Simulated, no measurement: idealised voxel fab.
process module | voxel quadruple lines
cross-section cut | 300 nm wide | cells 5 nm
A cross-section is a grid of square cells, given in bands from the top down. A band is one or more rows of cells.
Each band's line starts with the height of the band's top and of its bottom, in nm. Then come its materials from left to right, each with its width in nm. One material with "throughout" fills the band from edge to edge. "air" is empty space.
Height 0 is the level under which the wafer as received is all one material. The lowest band goes on downwards, as in "0 down".
A width such as "30 to 40" changes by the same amount from each row of cells to the next, from the band's top row to its bottom row.
"no change" after a step means that no cell of the cross-section changed.
closed voids: empty space of 8 cells or more with no open way to the top, each as width x height at its distance from the left edge, in nm
after a step's settings: what the simulator itself notes on the step
overlay nm, on a step with a mask: how far to the right of its planned place the mask lay; to the left if negative
plan
1 op RECEIVE | material Si
2 op CONFORMAL_DEP | material Al2O3 | thk nm 10
3 op DIRECTIONAL_DEP | material W | thk nm 10
4 op DIRECTIONAL_DEP | material polySi | thk nm 20
5 op DIRECTIONAL_DEP | material aC | thk nm 25
6 op PATTERN | tone cover | mask id MANDREL | material resist | width nm 25 | pitch nm 80 | thk nm 35 | overlay nm -15
7 op DIRECTIONAL_ETCH | etch materials aC | depth nm 25
8 op STRIP | etch materials resist
9 op CONFORMAL_DEP | material SiO2 | thk nm 15
10 op DIRECTIONAL_ETCH | etch materials SiO2 | depth nm 15
11 op STRIP | etch materials aC
12 op DIRECTIONAL_ETCH | etch materials polySi | depth nm 20
13 op STRIP | etch materials SiO2
14 op CONFORMAL_DEP | material SiN | thk nm 5
15 op DIRECTIONAL_ETCH | etch materials SiN | depth nm 5
16 op STRIP | etch materials polySi
17 op DIRECTIONAL_ETCH | etch materials W | depth nm 10
18 op STRIP | etch materials SiN
19 op FILL_DEP | material lowk | thk nm 10
20 op CMP | height nm 20
varied across the wafers: overlay nm of step 6. The plan shows the first wafer's value. All wafers start alike
first wafer as received, after step 1
  0 down: Si throughout
  closed voids: none
first wafer at the end, after step 20
  20 to 10: lowk 60 | W 5 | lowk 15 | W 5 | lowk 15 | W 5 | lowk 15 | W 5 | lowk 15 | W 5 | lowk 15 | W 5 | lowk 15 | W 5 | lowk 15 | W 5 | lowk 95
  10 to 0: Al2O3 throughout
  0 down: Si throughout
  closed voids: none
last wafer at the end
  20 to 10: lowk 90 | W 5 | lowk 15 | W 5 | lowk 15 | W 5 | lowk 15 | W 5 | lowk 15 | W 5 | lowk 15 | W 5 | lowk 15 | W 5 | lowk 15 | W 5 | lowk 65
  10 to 0: Al2O3 throughout
  0 down: Si throughout
  closed voids: none
each wafer at the end: cells of each material gained (+) or lost (-) since it was received, then its closed voids
overlay nm -15 | +120 Al2O3 | +16 W | +104 lowk | closed voids: none
overlay nm -10 | +120 Al2O3 | +16 W | +104 lowk | closed voids: none
overlay nm -5 | +120 Al2O3 | +16 W | +104 lowk | closed voids: none
overlay nm 0 | +120 Al2O3 | +16 W | +104 lowk | closed voids: none
overlay nm 5 | +120 Al2O3 | +16 W | +104 lowk | closed voids: none
overlay nm 10 | +120 Al2O3 | +16 W | +104 lowk | closed voids: none
overlay nm 15 | +120 Al2O3 | +16 W | +104 lowk | closed voids: none
